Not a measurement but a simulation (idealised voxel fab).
voxel fin reveal: a process module
FYI the section here is cut, 170 nm wide, cells are 5 nm squares.
In what follows, cross-sections appear as grids of square cells, described through bands that run from the top down, where every band is one or more rows of cells.
It is stipulated that each band's entry specify, in nanometres, the height of the top of the band and then that of its bottom, followed by the materials of the band in left-to-right sequence, each together with its width in nanometres. A single material marked by the word "throughout" is understood to fill the band from edge to edge; the word "blank" is understood to denote empty space.
Below 0: as-received wafer, all one material; heights counted from there. Lowest band: no bottom, goes on down, written "0 down".
Quick explanation for "30->40": the width changes in equal steps down the rows of cells, from the first number in the band's top row to the second number in its bottom row.
Basically "nothing changed" means that step didn't change any cell in the cross-section.
The label "Closed void roster" introduces a list of the empty spaces, 8 cells or larger, that have no open way up to the top; each entry in it reads width x height at distance, where the distance is taken from the left edge and all three are stated in nm.
That trailing text on a step's line, after the settings, is the simulator's own remark on the step.
overlay nm: for a step with a mask, the amount by which the mask lay right of where it was planned; a negative amount means left of it.

## The process steps that were planned are listed below
1) RECEIVE (material Si)
2) CONFORMAL_DEP (material SiN; thk nm 5)
3) MASKED_ETCH (tone cover; mask id FINS; width nm 15; pitch nm 35; etch materials SiN; depth nm 5; overlay nm 0)
4) MASKED_ETCH (tone cover; mask id FINS; width nm 15; pitch nm 35; etch materials Si; depth nm 30; overlay nm 0)
5) OXIDIZE (depth nm 5)
6) FILL_DEP (material SiO2; thk nm 5)
7) CMP (height nm 5)
8) SELECTIVE_ETCH (etch materials SiO2; depth nm 20)
9) STRIP (etch materials SiN)
10) CONFORMAL_DEP (material SiO2; thk nm 5)

## Wafer as received: cross-section following step 1
  0 down: Si throughout
  Closed void roster: none

## Look at the cross-section after the module: the wafer started out the way shown above and the plan was the one shown above, yet one mistake was made along the way
  0 to -5: 25 blank, 15 SiO2, 20 blank, 15 SiO2, 20 blank, 15 SiO2, 20 blank, 15 SiO2, 25 blank
  -5 to -10: 25 blank, 5 SiO2, 5 Si, 5 SiO2, 20 blank, 5 SiO2, 5 Si, 5 SiO2, 20 blank, 5 SiO2, 5 Si, 5 SiO2, 20 blank, 5 SiO2, 5 Si, 5 SiO2, 25 blank
  -10 to -35: 30 SiO2, 5 Si, 30 SiO2, 5 Si, 30 SiO2, 5 Si, 30 SiO2, 5 Si, 30 SiO2
  -35 down: Si throughout
  Closed void roster: none
Deviation from plan: plan step 2 was not performed, having been skipped
